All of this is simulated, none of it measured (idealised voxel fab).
Process module heading - voxel wiring stack
We display cut, a cross-section 190 nm in width whose square cells are each 5 nm.
Notation: cross-section as square-cell grid; stated in bands, top first, going down; one or more cell rows per band.
First you get the band's top height and its bottom height, in nm, and then the materials it's made of, left to right, with each width in nm. If you see a single material with "edge to edge", that one covers the band edge to edge. "blank" is empty space.
Height 0 is the level under which the wafer as received is all one material. The lowest band goes on downwards, as in "0 nm and below".
Quick explanation for "30 to 40": the width changes in equal steps down the rows of cells, from the first number in the band's top row to the second number in its bottom row.
It should be understood that the words "left unchanged", when stated for a given step, signify that the cross-section underwent no change in any of its cells during that step.
Heads up: "Cavities, closed" only lists the empty pockets with no open path to the top that are 8 cells or more, and it writes them as width x height at distance, distance from the left edge, in nm.
Whatever follows a step's settings on its line is a remark the simulator itself makes about that step.
overlay nm: mask offset rightward from planned place, masked step; negative means leftward offset.
### Set out below are the planned steps of the process
1,RECEIVE, material Si
2,CONFORMAL_DEP, material SiO2, thk nm 10
3,CONFORMAL_DEP, material SiCN, thk nm 5
4,DIRECTIONAL_DEP, material SiO2, thk nm 25
5,MASKED_ETCH, tone open, mask id METAL_1, width nm 30, pitch nm 55, etch materials SiO2, depth nm 25, overlay nm 0
6,MASKED_ETCH, tone open, mask id METAL_1, width nm 30, pitch nm 55, etch materials SiCN, depth nm 5, overlay nm 0
7,CONFORMAL_DEP, material TiN, thk nm 5
8,FILL_DEP, material Cu, thk nm 10
9,CMP, height nm 40
10,EPI, material Ru, thk nm 5
11,FILL_DEP, material SiCN, thk nm 5
12,DIRECTIONAL_DEP, material lowk, thk nm 10
13,MASKED_ETCH, tone open, mask id PLUG_1, width nm 15, pitch nm 55, etch materials lowk, depth nm 10, overlay nm 0
14,MASKED_ETCH, tone open, mask id PLUG_1, width nm 15, pitch nm 55, etch materials SiCN, depth nm 5, overlay nm 0
15,EPI, material Ru, thk nm 10
16,EPI, material Ru, thk nm 5
17,DIRECTIONAL_DEP, material TiN, thk nm 5
18,DIRECTIONAL_DEP, material W, thk nm 25
19,PATTERN, tone cover, mask id METAL_2, material resist, width nm 30, pitch nm 55, thk nm 20, overlay nm 0
20,DIRECTIONAL_ETCH, etch materials W, depth nm 25
21,DIRECTIONAL_ETCH, etch materials TiN, depth nm 5
22,STRIP, etch materials resist
23,CONFORMAL_DEP, material SiCN, thk nm 5
24,FILL_DEP, material lowk, thk nm 5
25,CMP, height nm 90
26,CONFORMAL_DEP, material SiCN, thk nm 5
27,DIRECTIONAL_DEP, material lowk, thk nm 15
28,DIRECTIONAL_DEP, material aC, thk nm 15
29,PATTERN, tone open, mask id PLUG_2, material resist, width nm 15, thk nm 30, overlay nm 0
30,DIRECTIONAL_ETCH, etch materials aC, depth nm 15
31,STRIP, etch materials resist
32,DIRECTIONAL_ETCH, etch materials lowk, depth nm 15
33,DIRECTIONAL_ETCH, etch materials SiCN, depth nm 5
34,STRIP, etch materials aC
35,EPI, material Ru, thk nm 10
36,EPI, material Ru, thk nm 10
37,DIRECTIONAL_DEP, material TiN, thk nm 5
38,DIRECTIONAL_DEP, material Ru, thk nm 15
39,DIRECTIONAL_DEP, material aC, thk nm 15
40,PATTERN, tone cover, mask id METAL_3, material resist, width nm 30, pitch nm 55, thk nm 30, overlay nm 0
41,DIRECTIONAL_ETCH, etch materials aC, depth nm 15
42,STRIP, etch materials resist
43,DIRECTIONAL_ETCH, etch materials Ru, depth nm 15
44,DIRECTIONAL_ETCH, etch materials TiN, depth nm 5
45,STRIP, etch materials aC
46,CONFORMAL_DEP, material SiN, thk nm 5
47,FILL_DEP, material SiO2, thk nm 10
48,CMP, height nm 130
49,CONFORMAL_DEP, material SiN, thk nm 5
### First wafer of two (run as planned)
### Cross-section of the wafer upon arrival, representing the state reached after step 1
* 0 nm and below: Si edge to edge
* Cavities, closed: none
### After step 2: wafer cross-section
* 10 nm to 0 nm: SiO2 edge to edge
* All layers under 0 are left as they were.
### After step 3: wafer cross-section
* 15 nm to 10 nm: SiCN edge to edge
* All layers under 10 are left as they were.
### After step 4: wafer cross-section
* 40 nm to 15 nm: SiO2 edge to edge
* All layers under 15 are left as they were.
### After step 5: wafer cross-section
* 40 nm to 15 nm: 50 of SiO2 | 30 of blank | 25 of SiO2 | 30 of blank | 55 of SiO2
* All layers under 15 are left as they were.
### After step 6: wafer cross-section
* 40 nm to 15 nm: 50 of SiO2 | 30 of blank | 25 of SiO2 | 30 of blank | 55 of SiO2
* 15 nm to 10 nm: 50 of SiCN | 30 of blank | 25 of SiCN | 30 of blank | 55 of SiCN
* All layers under 10 are left as they were.
### After step 7: wafer cross-section
* 45 nm to 40 nm: 55 of TiN | 20 of blank | 35 of TiN | 20 of blank | 60 of TiN
* 40 nm to 15 nm: 50 of SiO2 | 5 of TiN | 20 of blank | 5 of TiN | 25 of SiO2 | 5 of TiN | 20 of blank | 5 of TiN | 55 of SiO2
* 15 nm to 10 nm: 50 of SiCN | 30 of TiN | 25 of SiCN | 30 of TiN | 55 of SiCN
* All layers under 10 are left as they were.
### After step 8: wafer cross-section
* 55 nm to 45 nm: Cu edge to edge
* 45 nm to 40 nm: 55 of TiN | 20 of Cu | 35 of TiN | 20 of Cu | 60 of TiN
* 40 nm to 15 nm: 50 of SiO2 | 5 of TiN | 20 of Cu | 5 of TiN | 25 of SiO2 | 5 of TiN | 20 of Cu | 5 of TiN | 55 of SiO2
* All layers under 15 are left as they were.
### After step 9: wafer cross-section
* 40 nm to 15 nm: 50 of SiO2 | 5 of TiN | 20 of Cu | 5 of TiN | 25 of SiO2 | 5 of TiN | 20 of Cu | 5 of TiN | 55 of SiO2
* All layers under 15 are left as they were.
### After step 10: wafer cross-section
* 45 nm to 40 nm: 45 of blank | 40 of Ru | 15 of blank | 40 of Ru | 50 of blank
* All layers under 40 are left as they were.
### After step 11: wafer cross-section
* 50 nm to 45 nm: SiCN edge to edge
* 45 nm to 40 nm: 45 of SiCN | 40 of Ru | 15 of SiCN | 40 of Ru | 50 of SiCN
* All layers under 40 are left as they were.
### After step 12: wafer cross-section
* 60 nm to 50 nm: lowk edge to edge
* All layers under 50 are left as they were.
### After step 13: wafer cross-section
* 60 nm to 50 nm: 50 of lowk | 15 of blank | 40 of lowk | 15 of blank | 70 of lowk
* All layers under 50 are left as they were.
### After step 14: wafer cross-section
* 60 nm to 50 nm: 50 of lowk | 15 of blank | 40 of lowk | 15 of blank | 70 of lowk
* 50 nm to 45 nm: 50 of SiCN | 15 of blank | 40 of SiCN | 15 of blank | 70 of SiCN
* All layers under 45 are left as they were.
### After step 15: wafer cross-section
* 60 nm to 55 nm: 50 of lowk | 15 of blank | 40 of lowk | 15 of blank | 70 of lowk
* 55 nm to 50 nm: 50 of lowk | 15 of Ru | 40 of lowk | 15 of Ru | 70 of lowk
* 50 nm to 40 nm: 50 to 45 of SiCN | 15 to 40 of Ru | 40 to 15 of SiCN | 15 to 40 of Ru | 70 to 50 of SiCN
* All layers under 40 are left as they were.
### After step 16: wafer cross-section
* 60 nm to 50 nm: 50 of lowk | 15 of Ru | 40 of lowk | 15 of Ru | 70 of lowk
* All layers under 50 are left as they were.
### After step 17: wafer cross-section
* 65 nm to 60 nm: TiN edge to edge
* All layers under 60 are left as they were.
### After step 18: wafer cross-section
* 90 nm to 65 nm: W edge to edge
* All layers under 65 are left as they were.
### After step 19: wafer cross-section
* 110 nm to 90 nm: 50 of blank | 30 of resist | 25 of blank | 30 of resist | 55 of blank
* All layers under 90 are left as they were.
### After step 20: wafer cross-section
* 110 nm to 90 nm: 50 of blank | 30 of resist | 25 of blank | 30 of resist | 55 of blank
* 90 nm to 65 nm: 50 of blank | 30 of W | 25 of blank | 30 of W | 55 of blank
* All layers under 65 are left as they were.
### After step 21: wafer cross-section
* 110 nm to 90 nm: 50 of blank | 30 of resist | 25 of blank | 30 of resist | 55 of blank
* 90 nm to 65 nm: 50 of blank | 30 of W | 25 of blank | 30 of W | 55 of blank
* 65 nm to 60 nm: 50 of blank | 30 of TiN | 25 of blank | 30 of TiN | 55 of blank
* All layers under 60 are left as they were.
### After step 22: wafer cross-section
* 90 nm to 65 nm: 50 of blank | 30 of W | 25 of blank | 30 of W | 55 of blank
* All layers under 65 are left as they were.
### After step 23: wafer cross-section
* 95 nm to 90 nm: 45 of blank | 40 of SiCN | 15 of blank | 40 of SiCN | 50 of blank
* 90 nm to 65 nm: 45 of blank | 5 of SiCN | 30 of W | 5 of SiCN | 15 of blank | 5 of SiCN | 30 of W | 5 of SiCN | 50 of blank
* 65 nm to 60 nm: 50 of SiCN | 30 of TiN | 25 of SiCN | 30 of TiN | 55 of SiCN
* All layers under 60 are left as they were.
### After step 24: wafer cross-section
* 100 nm to 95 nm: lowk edge to edge
* 95 nm to 90 nm: 45 of lowk | 40 of SiCN | 15 of lowk | 40 of SiCN | 50 of lowk
* 90 nm to 65 nm: 45 of lowk | 5 of SiCN | 30 of W | 5 of SiCN | 15 of lowk | 5 of SiCN | 30 of W | 5 of SiCN | 50 of lowk
* All layers under 65 are left as they were.
### After step 25: wafer cross-section
* 90 nm to 65 nm: 45 of lowk | 5 of SiCN | 30 of W | 5 of SiCN | 15 of lowk | 5 of SiCN | 30 of W | 5 of SiCN | 50 of lowk
* All layers under 65 are left as they were.
### After step 26: wafer cross-section
* 95 nm to 90 nm: SiCN edge to edge
* All layers under 90 are left as they were.
### After step 27: wafer cross-section
* 110 nm to 95 nm: lowk edge to edge
* All layers under 95 are left as they were.
### After step 28: wafer cross-section
* 125 nm to 110 nm: aC edge to edge
* All layers under 110 are left as they were.
### After step 29: wafer cross-section
* 155 nm to 125 nm: 50 of resist | 15 of blank | 125 of resist
* All layers under 125 are left as they were.
### After step 30: wafer cross-section
* 140 nm to 125 nm: 50 of resist | 15 of blank | 125 of resist
* 125 nm to 110 nm: 50 of aC | 15 of blank | 125 of aC
* All layers under 110 are left as they were.
### After step 31: wafer cross-section
* 125 nm to 110 nm: 50 of aC | 15 of blank | 125 of aC
* All layers under 110 are left as they were.
### After step 32: wafer cross-section
* 125 nm to 110 nm: 50 of aC | 15 of blank | 125 of aC
* 110 nm to 95 nm: 50 of lowk | 15 of blank | 125 of lowk
* All layers under 95 are left as they were.
### After step 33: wafer cross-section
* 125 nm to 110 nm: 50 of aC | 15 of blank | 125 of aC
* 110 nm to 95 nm: 50 of lowk | 15 of blank | 125 of lowk
* 95 nm to 90 nm: 50 of SiCN | 15 of blank | 125 of SiCN
* All layers under 90 are left as they were.
### After step 34: wafer cross-section
* 110 nm to 95 nm: 50 of lowk | 15 of blank | 125 of lowk
* All layers under 95 are left as they were.
### After step 35: wafer cross-section
* 110 nm to 100 nm: 50 of lowk | 15 of blank | 125 of lowk
* 100 nm to 95 nm: 50 of lowk | 15 of Ru | 125 of lowk
* 95 nm to 90 nm: 50 of SiCN | 15 of Ru | 125 of SiCN
* All layers under 90 are left as they were.
### After step 36: wafer cross-section
* 110 nm to 95 nm: 50 of lowk | 15 of Ru | 125 of lowk
* All layers under 95 are left as they were.
### After step 37: wafer cross-section
* 115 nm to 110 nm: TiN edge to edge
* All layers under 110 are left as they were.
### After step 38: wafer cross-section
* 130 nm to 115 nm: Ru edge to edge
* All layers under 115 are left as they were.
### After step 39: wafer cross-section
* 145 nm to 130 nm: aC edge to edge
* All layers under 130 are left as they were.
### After step 40: wafer cross-section
* 175 nm to 145 nm: 50 of blank | 30 of resist | 25 of blank | 30 of resist | 55 of blank
* All layers under 145 are left as they were.
### After step 41: wafer cross-section
* 160 nm to 145 nm: 50 of blank | 30 of resist | 25 of blank | 30 of resist | 55 of blank
* 145 nm to 130 nm: 50 of blank | 30 of aC | 25 of blank | 30 of aC | 55 of blank
* All layers under 130 are left as they were.
### After step 42: wafer cross-section
* 145 nm to 130 nm: 50 of blank | 30 of aC | 25 of blank | 30 of aC | 55 of blank
* All layers under 130 are left as they were.
### After step 43: wafer cross-section
* 145 nm to 130 nm: 50 of blank | 30 of aC | 25 of blank | 30 of aC | 55 of blank
* 130 nm to 115 nm: 50 of blank | 30 of Ru | 25 of blank | 30 of Ru | 55 of blank
* All layers under 115 are left as they were.
### After step 44: wafer cross-section
* 145 nm to 130 nm: 50 of blank | 30 of aC | 25 of blank | 30 of aC | 55 of blank
* 130 nm to 115 nm: 50 of blank | 30 of Ru | 25 of blank | 30 of Ru | 55 of blank
* 115 nm to 110 nm: 50 of blank | 30 of TiN | 25 of blank | 30 of TiN | 55 of blank
* All layers under 110 are left as they were.
### After step 45: wafer cross-section
* 130 nm to 115 nm: 50 of blank | 30 of Ru | 25 of blank | 30 of Ru | 55 of blank
* All layers under 115 are left as they were.
### After step 46: wafer cross-section
* 135 nm to 130 nm: 45 of blank | 40 of SiN | 15 of blank | 40 of SiN | 50 of blank
* 130 nm to 115 nm: 45 of blank | 5 of SiN | 30 of Ru | 5 of SiN | 15 of blank | 5 of SiN | 30 of Ru | 5 of SiN | 50 of blank
* 115 nm to 110 nm: 50 of SiN | 30 of TiN | 25 of SiN | 30 of TiN | 55 of SiN
* All layers under 110 are left as they were.
### After step 47: wafer cross-section
* 145 nm to 135 nm: SiO2 edge to edge
* 135 nm to 130 nm: 45 of SiO2 | 40 of SiN | 15 of SiO2 | 40 of SiN | 50 of SiO2
* 130 nm to 115 nm: 45 of SiO2 | 5 of SiN | 30 of Ru | 5 of SiN | 15 of SiO2 | 5 of SiN | 30 of Ru | 5 of SiN | 50 of SiO2
* All layers under 115 are left as they were.
### After step 48: wafer cross-section
* 130 nm to 115 nm: 45 of SiO2 | 5 of SiN | 30 of Ru | 5 of SiN | 15 of SiO2 | 5 of SiN | 30 of Ru | 5 of SiN | 50 of SiO2
* All layers under 115 are left as they were.
### After step 49: wafer cross-section
* 135 nm to 130 nm: SiN edge to edge
* All layers under 130 are left as they were.
### What follows concerns the second wafer, which started out like the first and was meant to follow the very same plan; one mistake crept in when it was run, but everything up to and including step 5 is the same as for the first wafer
### What the second wafer looks like in cross-section when step 6 should have wrapped up
* 40 nm to 15 nm: 50 of SiO2 | 30 of blank | 25 of SiO2 | 30 of blank | 55 of SiO2
* 15 nm to 10 nm: 55 of SiCN | 20 of blank | 35 of SiCN | 20 of blank | 60 of SiCN
* All layers under 10 are left as they were.
### What the second wafer looks like in cross-section when step 7 should have wrapped up
* 45 nm to 40 nm: 55 of TiN | 20 of blank | 35 of TiN | 20 of blank | 60 of TiN
* 40 nm to 20 nm: 50 of SiO2 | 5 of TiN | 20 of blank | 5 of TiN | 25 of SiO2 | 5 of TiN | 20 of blank | 5 of TiN | 55 of SiO2
* 20 nm to 15 nm: 50 of SiO2 | 10 of TiN | 10 of blank | 10 of TiN | 25 of SiO2 | 10 of TiN | 10 of blank | 10 of TiN | 55 of SiO2
* 15 nm to 10 nm: 55 of SiCN | 20 of TiN | 35 of SiCN | 20 of TiN | 60 of SiCN
* All layers under 10 are left as they were.
### What the second wafer looks like in cross-section when step 8 should have wrapped up
* 55 nm to 45 nm: Cu edge to edge
* 45 nm to 40 nm: 55 of TiN | 20 of Cu | 35 of TiN | 20 of Cu | 60 of TiN
* 40 nm to 20 nm: 50 of SiO2 | 5 of TiN | 20 of Cu | 5 of TiN | 25 of SiO2 | 5 of TiN | 20 of Cu | 5 of TiN | 55 of SiO2
* 20 nm to 15 nm: 50 of SiO2 | 10 of TiN | 10 of Cu | 10 of TiN | 25 of SiO2 | 10 of TiN | 10 of Cu | 10 of TiN | 55 of SiO2
* All layers under 15 are left as they were.
### What the second wafer looks like in cross-section when step 9 should have wrapped up
* 40 nm to 20 nm: 50 of SiO2 | 5 of TiN | 20 of Cu | 5 of TiN | 25 of SiO2 | 5 of TiN | 20 of Cu | 5 of TiN | 55 of SiO2
* All layers under 20 are left as they were.
### What the second wafer looks like in cross-section when step 10 should have wrapped up
* 45 nm to 40 nm: 45 of blank | 40 of Ru | 15 of blank | 40 of Ru | 50 of blank
* All layers under 40 are left as they were.
### What the second wafer looks like in cross-section when step 11 should have wrapped up
* 50 nm to 45 nm: SiCN edge to edge
* 45 nm to 40 nm: 45 of SiCN | 40 of Ru | 15 of SiCN | 40 of Ru | 50 of SiCN
* All layers under 40 are left as they were.
### What the second wafer looks like in cross-section when step 12 should have wrapped up
* 60 nm to 50 nm: lowk edge to edge
* All layers under 50 are left as they were.
### What the second wafer looks like in cross-section when step 13 should have wrapped up
* 60 nm to 50 nm: 50 of lowk | 15 of blank | 40 of lowk | 15 of blank | 70 of lowk
* All layers under 50 are left as they were.
### What the second wafer looks like in cross-section when step 14 should have wrapped up
* 60 nm to 50 nm: 50 of lowk | 15 of blank | 40 of lowk | 15 of blank | 70 of lowk
* 50 nm to 45 nm: 50 of SiCN | 15 of blank | 40 of SiCN | 15 of blank | 70 of SiCN
* All layers under 45 are left as they were.
### What the second wafer looks like in cross-section when step 15 should have wrapped up
* 60 nm to 55 nm: 50 of lowk | 15 of blank | 40 of lowk | 15 of blank | 70 of lowk
* 55 nm to 50 nm: 50 of lowk | 15 of Ru | 40 of lowk | 15 of Ru | 70 of lowk
* 50 nm to 40 nm: 50 to 45 of SiCN | 15 to 40 of Ru | 40 to 15 of SiCN | 15 to 40 of Ru | 70 to 50 of SiCN
* All layers under 40 are left as they were.
### What the second wafer looks like in cross-section when step 16 should have wrapped up
* 60 nm to 50 nm: 50 of lowk | 15 of Ru | 40 of lowk | 15 of Ru | 70 of lowk
* All layers under 50 are left as they were.
### What the second wafer looks like in cross-section when step 17 should have wrapped up
* 65 nm to 60 nm: TiN edge to edge
* All layers under 60 are left as they were.
### What the second wafer looks like in cross-section when step 18 should have wrapped up
* 90 nm to 65 nm: W edge to edge
* All layers under 65 are left as they were.
### What the second wafer looks like in cross-section when step 19 should have wrapped up
* 110 nm to 90 nm: 50 of blank | 30 of resist | 25 of blank | 30 of resist | 55 of blank
* All layers under 90 are left as they were.
### What the second wafer looks like in cross-section when step 20 should have wrapped up
* 110 nm to 90 nm: 50 of blank | 30 of resist | 25 of blank | 30 of resist | 55 of blank
* 90 nm to 65 nm: 50 of blank | 30 of W | 25 of blank | 30 of W | 55 of blank
* All layers under 65 are left as they were.
### What the second wafer looks like in cross-section when step 21 should have wrapped up
* 110 nm to 90 nm: 50 of blank | 30 of resist | 25 of blank | 30 of resist | 55 of blank
* 90 nm to 65 nm: 50 of blank | 30 of W | 25 of blank | 30 of W | 55 of blank
* 65 nm to 60 nm: 50 of blank | 30 of TiN | 25 of blank | 30 of TiN | 55 of blank
* All layers under 60 are left as they were.
### What the second wafer looks like in cross-section when step 22 should have wrapped up
* 90 nm to 65 nm: 50 of blank | 30 of W | 25 of blank | 30 of W | 55 of blank
* All layers under 65 are left as they were.
### What the second wafer looks like in cross-section when step 23 should have wrapped up
* 95 nm to 90 nm: 45 of blank | 40 of SiCN | 15 of blank | 40 of SiCN | 50 of blank
* 90 nm to 65 nm: 45 of blank | 5 of SiCN | 30 of W | 5 of SiCN | 15 of blank | 5 of SiCN | 30 of W | 5 of SiCN | 50 of blank
* 65 nm to 60 nm: 50 of SiCN | 30 of TiN | 25 of SiCN | 30 of TiN | 55 of SiCN
* All layers under 60 are left as they were.
### What the second wafer looks like in cross-section when step 24 should have wrapped up
* 100 nm to 95 nm: lowk edge to edge
* 95 nm to 90 nm: 45 of lowk | 40 of SiCN | 15 of lowk | 40 of SiCN | 50 of lowk
* 90 nm to 65 nm: 45 of lowk | 5 of SiCN | 30 of W | 5 of SiCN | 15 of lowk | 5 of SiCN | 30 of W | 5 of SiCN | 50 of lowk
* All layers under 65 are left as they were.
### What the second wafer looks like in cross-section when step 25 should have wrapped up
* 90 nm to 65 nm: 45 of lowk | 5 of SiCN | 30 of W | 5 of SiCN | 15 of lowk | 5 of SiCN | 30 of W | 5 of SiCN | 50 of lowk
* All layers under 65 are left as they were.
### What the second wafer looks like in cross-section when step 26 should have wrapped up
* 95 nm to 90 nm: SiCN edge to edge
* All layers under 90 are left as they were.
### What the second wafer looks like in cross-section when step 27 should have wrapped up
* 110 nm to 95 nm: lowk edge to edge
* All layers under 95 are left as they were.
### What the second wafer looks like in cross-section when step 28 should have wrapped up
* 125 nm to 110 nm: aC edge to edge
* All layers under 110 are left as they were.
### What the second wafer looks like in cross-section when step 29 should have wrapped up
* 155 nm to 125 nm: 50 of resist | 15 of blank | 125 of resist
* All layers under 125 are left as they were.
### What the second wafer looks like in cross-section when step 30 should have wrapped up
* 140 nm to 125 nm: 50 of resist | 15 of blank | 125 of resist
* 125 nm to 110 nm: 50 of aC | 15 of blank | 125 of aC
* All layers under 110 are left as they were.
### What the second wafer looks like in cross-section when step 31 should have wrapped up
* 125 nm to 110 nm: 50 of aC | 15 of blank | 125 of aC
* All layers under 110 are left as they were.
### What the second wafer looks like in cross-section when step 32 should have wrapped up
* 125 nm to 110 nm: 50 of aC | 15 of blank | 125 of aC
* 110 nm to 95 nm: 50 of lowk | 15 of blank | 125 of lowk
* All layers under 95 are left as they were.
### What the second wafer looks like in cross-section when step 33 should have wrapped up
* 125 nm to 110 nm: 50 of aC | 15 of blank | 125 of aC
* 110 nm to 95 nm: 50 of lowk | 15 of blank | 125 of lowk
* 95 nm to 90 nm: 50 of SiCN | 15 of blank | 125 of SiCN
* All layers under 90 are left as they were.
### What the second wafer looks like in cross-section when step 34 should have wrapped up
* 110 nm to 95 nm: 50 of lowk | 15 of blank | 125 of lowk
* All layers under 95 are left as they were.
### What the second wafer looks like in cross-section when step 35 should have wrapped up
* 110 nm to 100 nm: 50 of lowk | 15 of blank | 125 of lowk
* 100 nm to 95 nm: 50 of lowk | 15 of Ru | 125 of lowk
* 95 nm to 90 nm: 50 of SiCN | 15 of Ru | 125 of SiCN
* All layers under 90 are left as they were.
### What the second wafer looks like in cross-section when step 36 should have wrapped up
* 110 nm to 95 nm: 50 of lowk | 15 of Ru | 125 of lowk
* All layers under 95 are left as they were.
### What the second wafer looks like in cross-section when step 37 should have wrapped up
* 115 nm to 110 nm: TiN edge to edge
* All layers under 110 are left as they were.
### What the second wafer looks like in cross-section when step 38 should have wrapped up
* 130 nm to 115 nm: Ru edge to edge
* All layers under 115 are left as they were.
### What the second wafer looks like in cross-section when step 39 should have wrapped up
* 145 nm to 130 nm: aC edge to edge
* All layers under 130 are left as they were.
### What the second wafer looks like in cross-section when step 40 should have wrapped up
* 175 nm to 145 nm: 50 of blank | 30 of resist | 25 of blank | 30 of resist | 55 of blank
* All layers under 145 are left as they were.
### What the second wafer looks like in cross-section when step 41 should have wrapped up
* 160 nm to 145 nm: 50 of blank | 30 of resist | 25 of blank | 30 of resist | 55 of blank
* 145 nm to 130 nm: 50 of blank | 30 of aC | 25 of blank | 30 of aC | 55 of blank
* All layers under 130 are left as they were.
### What the second wafer looks like in cross-section when step 42 should have wrapped up
* 145 nm to 130 nm: 50 of blank | 30 of aC | 25 of blank | 30 of aC | 55 of blank
* All layers under 130 are left as they were.
### What the second wafer looks like in cross-section when step 43 should have wrapped up
* 145 nm to 130 nm: 50 of blank | 30 of aC | 25 of blank | 30 of aC | 55 of blank
* 130 nm to 115 nm: 50 of blank | 30 of Ru | 25 of blank | 30 of Ru | 55 of blank
* All layers under 115 are left as they were.
### What the second wafer looks like in cross-section when step 44 should have wrapped up
* 145 nm to 130 nm: 50 of blank | 30 of aC | 25 of blank | 30 of aC | 55 of blank
* 130 nm to 115 nm: 50 of blank | 30 of Ru | 25 of blank | 30 of Ru | 55 of blank
* 115 nm to 110 nm: 50 of blank | 30 of TiN | 25 of blank | 30 of TiN | 55 of blank
* All layers under 110 are left as they were.
### What the second wafer looks like in cross-section when step 45 should have wrapped up
* 130 nm to 115 nm: 50 of blank | 30 of Ru | 25 of blank | 30 of Ru | 55 of blank
* All layers under 115 are left as they were.
### What the second wafer looks like in cross-section when step 46 should have wrapped up
* 135 nm to 130 nm: 45 of blank | 40 of SiN | 15 of blank | 40 of SiN | 50 of blank
* 130 nm to 115 nm: 45 of blank | 5 of SiN | 30 of Ru | 5 of SiN | 15 of blank | 5 of SiN | 30 of Ru | 5 of SiN | 50 of blank
* 115 nm to 110 nm: 50 of SiN | 30 of TiN | 25 of SiN | 30 of TiN | 55 of SiN
* All layers under 110 are left as they were.
### What the second wafer looks like in cross-section when step 47 should have wrapped up
* 145 nm to 135 nm: SiO2 edge to edge
* 135 nm to 130 nm: 45 of SiO2 | 40 of SiN | 15 of SiO2 | 40 of SiN | 50 of SiO2
* 130 nm to 115 nm: 45 of SiO2 | 5 of SiN | 30 of Ru | 5 of SiN | 15 of SiO2 | 5 of SiN | 30 of Ru | 5 of SiN | 50 of SiO2
* All layers under 115 are left as they were.
### What the second wafer looks like in cross-section when step 48 should have wrapped up
* 130 nm to 115 nm: 45 of SiO2 | 5 of SiN | 30 of Ru | 5 of SiN | 15 of SiO2 | 5 of SiN | 30 of Ru | 5 of SiN | 50 of SiO2
* All layers under 115 are left as they were.
### What the second wafer looks like in cross-section when step 49 should have wrapped up
* 135 nm to 130 nm: SiN edge to edge
* All layers under 130 are left as they were.
Here's what went sideways: for step 6, the planned setting was not used; the step was instead run as MASKED_ETCH, tone open, mask id METAL_1, width nm 20, pitch nm 55, etch materials SiCN, depth nm 5, overlay nm 0
Final tally in cells, some materials are higher or lower on the second wafer than on the first: 4 fewer of Cu | 4 more of SiCN
